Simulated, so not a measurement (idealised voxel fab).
The name of this process module is voxel wiring stack.
The width of the displayed cross-section, cut, is 195 nm; its cells are square, with a size of 5 nm.
Throughout this document, each cross-section is represented as a grid of square cells and is presented as a sequence of bands enumerated from the top downward, where a band comprises one or more rows of cells.
Quick guide to a band line: top height, bottom height (nm) up front; then every material left to right with its width in nm. Only one material and it's marked "everywhere"? Then it fills the band edge to edge. And "air" just means empty space.
The reference from which all heights are counted is 0, the level beneath which the as-received wafer is entirely one material; the lowest band, having no lower bound, proceeds downward and is written after the example "z 0 and below".
A width such as "30..40" changes by the same amount from each row of cells to the next, from the band's top row to its bottom row.
When a step is marked "all unchanged", none of the cells in the cross-section changed during that step.
Any empty space of 8 cells or more lacking an open way to the top shows up in "Entrapped void list" as width x height at distance, distance from the left edge, in nm.
Step line, after settings: the simulator's comment on this step.
"overlay nm", when on a step's line for a step with a mask, measures how far to the right of its planned place the mask lay; a negative measure means to the left.
Set out below are the planned steps of the process
| 1 | RECEIVE | material Si |
| 2 | CONFORMAL_DEP | material SiO2 | thk nm 15 |
| 3 | CONFORMAL_DEP | material SiCN | thk nm 5 |
| 4 | DIRECTIONAL_DEP | material SiO2 | thk nm 20 |
| 5 | MASKED_ETCH | tone open | mask id METAL_1 | width nm 30 | pitch nm 45 | etch materials SiO2 | depth nm 20 | overlay nm 0 |
| 6 | MASKED_ETCH | tone open | mask id METAL_1 | width nm 30 | pitch nm 45 | etch materials SiCN | depth nm 5 | overlay nm 0 |
| 7 | CONFORMAL_DEP | material TiN | thk nm 5 |
| 8 | FILL_DEP | material W | thk nm 10 |
| 9 | CMP | height nm 40 |
| 10 | CONFORMAL_DEP | material SiCN | thk nm 5 |
| 11 | DIRECTIONAL_DEP | material SiO2 | thk nm 15 |
| 12 | MASKED_ETCH | tone open | mask id PLUG_1 | width nm 15 | pitch nm 45 | etch materials SiO2 | depth nm 15 | overlay nm 0 |
| 13 | MASKED_ETCH | tone open | mask id PLUG_1 | width nm 15 | pitch nm 45 | etch materials SiCN | depth nm 5 | overlay nm 0 |
| 14 | CONFORMAL_DEP | material TiN | thk nm 5 |
| 15 | FILL_DEP | material Cu | thk nm 10 |
| 16 | CMP | height nm 60 |
| 17 | CONFORMAL_DEP | material SiCN | thk nm 5 |
| 18 | DIRECTIONAL_DEP | material lowk | thk nm 25 |
| 19 | DIRECTIONAL_DEP | material aC | thk nm 10 |
| 20 | PATTERN | tone open | mask id METAL_2 | material resist | width nm 30 | pitch nm 45 | thk nm 30 | overlay nm 0 |
| 21 | DIRECTIONAL_ETCH | etch materials aC | depth nm 10 |
| 22 | STRIP | etch materials resist |
| 23 | DIRECTIONAL_ETCH | etch materials lowk | depth nm 25 |
| 24 | DIRECTIONAL_ETCH | etch materials SiCN | depth nm 5 |
| 25 | STRIP | etch materials aC |
| 26 | CONFORMAL_DEP | material TiN | thk nm 5 |
| 27 | FILL_DEP | material Ru | thk nm 10 |
| 28 | CMP | height nm 90 |
| 29 | CONFORMAL_DEP | material SiCN | thk nm 5 |
The first of a set of two wafers, run to plan
As-received state of the wafer in cross-section, equivalent to post-step 1
	z 0 and below = Si everywhere
	Entrapped void list: none
Cross-sectional representation of the wafer at the conclusion of step 2
	z 15 to 0 = SiO2 everywhere
	No changes below 0.
Cross-sectional representation of the wafer at the conclusion of step 3
	z 20 to 15 = SiCN everywhere
	No changes below 15.
Cross-sectional representation of the wafer at the conclusion of step 4
	z 40 to 20 = SiO2 everywhere
	No changes below 20.
Cross-sectional representation of the wafer at the conclusion of step 5
	z 40 to 20 = SiO2: 60, then air: 30, then SiO2: 15, then air: 30, then SiO2: 60
	No changes below 20.
Cross-sectional representation of the wafer at the conclusion of step 6
	z 40 to 20 = SiO2: 60, then air: 30, then SiO2: 15, then air: 30, then SiO2: 60
	z 20 to 15 = SiCN: 60, then air: 30, then SiCN: 15, then air: 30, then SiCN: 60
	No changes below 15.
Cross-sectional representation of the wafer at the conclusion of step 7
	z 45 to 40 = TiN: 65, then air: 20, then TiN: 25, then air: 20, then TiN: 65
	z 40 to 20 = SiO2: 60, then TiN: 5, then air: 20, then TiN: 5, then SiO2: 15, then TiN: 5, then air: 20, then TiN: 5, then SiO2: 60
	z 20 to 15 = SiCN: 60, then TiN: 30, then SiCN: 15, then TiN: 30, then SiCN: 60
	No changes below 15.
Cross-sectional representation of the wafer at the conclusion of step 8
	z 55 to 45 = W everywhere
	z 45 to 40 = TiN: 65, then W: 20, then TiN: 25, then W: 20, then TiN: 65
	z 40 to 20 = SiO2: 60, then TiN: 5, then W: 20, then TiN: 5, then SiO2: 15, then TiN: 5, then W: 20, then TiN: 5, then SiO2: 60
	No changes below 20.
Cross-sectional representation of the wafer at the conclusion of step 9
	z 40 to 20 = SiO2: 60, then TiN: 5, then W: 20, then TiN: 5, then SiO2: 15, then TiN: 5, then W: 20, then TiN: 5, then SiO2: 60
	No changes below 20.
Cross-sectional representation of the wafer at the conclusion of step 10
	z 45 to 40 = SiCN everywhere
	No changes below 40.
Cross-sectional representation of the wafer at the conclusion of step 11
	z 60 to 45 = SiO2 everywhere
	No changes below 45.
Cross-sectional representation of the wafer at the conclusion of step 12
	z 60 to 45 = SiO2: 60, then air: 15, then SiO2: 30, then air: 15, then SiO2: 75
	No changes below 45.
Cross-sectional representation of the wafer at the conclusion of step 13
	z 60 to 45 = SiO2: 60, then air: 15, then SiO2: 30, then air: 15, then SiO2: 75
	z 45 to 40 = SiCN: 60, then air: 15, then SiCN: 30, then air: 15, then SiCN: 75
	No changes below 40.
Cross-sectional representation of the wafer at the conclusion of step 14
	z 65 to 60 = TiN: 65, then air: 5, then TiN: 40, then air: 5, then TiN: 80
	z 60 to 45 = SiO2: 60, then TiN: 5, then air: 5, then TiN: 5, then SiO2: 30, then TiN: 5, then air: 5, then TiN: 5, then SiO2: 75
	z 45 to 40 = SiCN: 60, then TiN: 15, then SiCN: 30, then TiN: 15, then SiCN: 75
	No changes below 40.
Cross-sectional representation of the wafer at the conclusion of step 15
	z 75 to 65 = Cu everywhere
	z 65 to 60 = TiN: 65, then Cu: 5, then TiN: 40, then Cu: 5, then TiN: 80
	z 60 to 45 = SiO2: 60, then TiN: 5, then Cu: 5, then TiN: 5, then SiO2: 30, then TiN: 5, then Cu: 5, then TiN: 5, then SiO2: 75
	No changes below 45.
Cross-sectional representation of the wafer at the conclusion of step 16
	z 60 to 45 = SiO2: 60, then TiN: 5, then Cu: 5, then TiN: 5, then SiO2: 30, then TiN: 5, then Cu: 5, then TiN: 5, then SiO2: 75
	No changes below 45.
Cross-sectional representation of the wafer at the conclusion of step 17
	z 65 to 60 = SiCN everywhere
	No changes below 60.
Cross-sectional representation of the wafer at the conclusion of step 18
	z 90 to 65 = lowk everywhere
	No changes below 65.
Cross-sectional representation of the wafer at the conclusion of step 19
	z 100 to 90 = aC everywhere
	No changes below 90.
Cross-sectional representation of the wafer at the conclusion of step 20
	z 130 to 100 = resist: 60, then air: 30, then resist: 15, then air: 30, then resist: 60
	No changes below 100.
Cross-sectional representation of the wafer at the conclusion of step 21
	z 120 to 100 = resist: 60, then air: 30, then resist: 15, then air: 30, then resist: 60
	z 100 to 90 = aC: 60, then air: 30, then aC: 15, then air: 30, then aC: 60
	No changes below 90.
Cross-sectional representation of the wafer at the conclusion of step 22
	z 100 to 90 = aC: 60, then air: 30, then aC: 15, then air: 30, then aC: 60
	No changes below 90.
Cross-sectional representation of the wafer at the conclusion of step 23
	z 100 to 90 = aC: 60, then air: 30, then aC: 15, then air: 30, then aC: 60
	z 90 to 65 = lowk: 60, then air: 30, then lowk: 15, then air: 30, then lowk: 60
	No changes below 65.
Cross-sectional representation of the wafer at the conclusion of step 24
	z 100 to 90 = aC: 60, then air: 30, then aC: 15, then air: 30, then aC: 60
	z 90 to 65 = lowk: 60, then air: 30, then lowk: 15, then air: 30, then lowk: 60
	z 65 to 60 = SiCN: 60, then air: 30, then SiCN: 15, then air: 30, then SiCN: 60
	No changes below 60.
Cross-sectional representation of the wafer at the conclusion of step 25
	z 90 to 65 = lowk: 60, then air: 30, then lowk: 15, then air: 30, then lowk: 60
	No changes below 65.
Cross-sectional representation of the wafer at the conclusion of step 26
	z 95 to 90 = TiN: 65, then air: 20, then TiN: 25, then air: 20, then TiN: 65
	z 90 to 65 = lowk: 60, then TiN: 5, then air: 20, then TiN: 5, then lowk: 15, then TiN: 5, then air: 20, then TiN: 5, then lowk: 60
	z 65 to 60 = SiCN: 60, then TiN: 30, then SiCN: 15, then TiN: 30, then SiCN: 60
	No changes below 60.
Cross-sectional representation of the wafer at the conclusion of step 27
	z 105 to 95 = Ru everywhere
	z 95 to 90 = TiN: 65, then Ru: 20, then TiN: 25, then Ru: 20, then TiN: 65
	z 90 to 65 = lowk: 60, then TiN: 5, then Ru: 20, then TiN: 5, then lowk: 15, then TiN: 5, then Ru: 20, then TiN: 5, then lowk: 60
	No changes below 65.
Cross-sectional representation of the wafer at the conclusion of step 28
	z 90 to 65 = lowk: 60, then TiN: 5, then Ru: 20, then TiN: 5, then lowk: 15, then TiN: 5, then Ru: 20, then TiN: 5, then lowk: 60
	No changes below 65.
Cross-sectional representation of the wafer at the conclusion of step 29
	z 95 to 90 = SiCN everywhere
	No changes below 90.
What follows concerns the second wafer, which started out like the first and was meant to follow the very same plan; one mistake crept in when it was run, but everything up to and including step 28 is the same as for the first wafer
Cross-section of the second wafer when, according to plan, step 29 should have finished
	z 95 to 90 = lowk everywhere
	No changes below 90.
It is concluded that the wafer was processed incorrectly with respect to the plan, in that it should be noted that step 29 was executed with settings other than those planned, the operation and settings actually applied being CONFORMAL_DEP | material lowk | thk nm 5
Final wafer comparison in cells, second versus first, more or fewer per material: -39 SiCN | +39 lowk
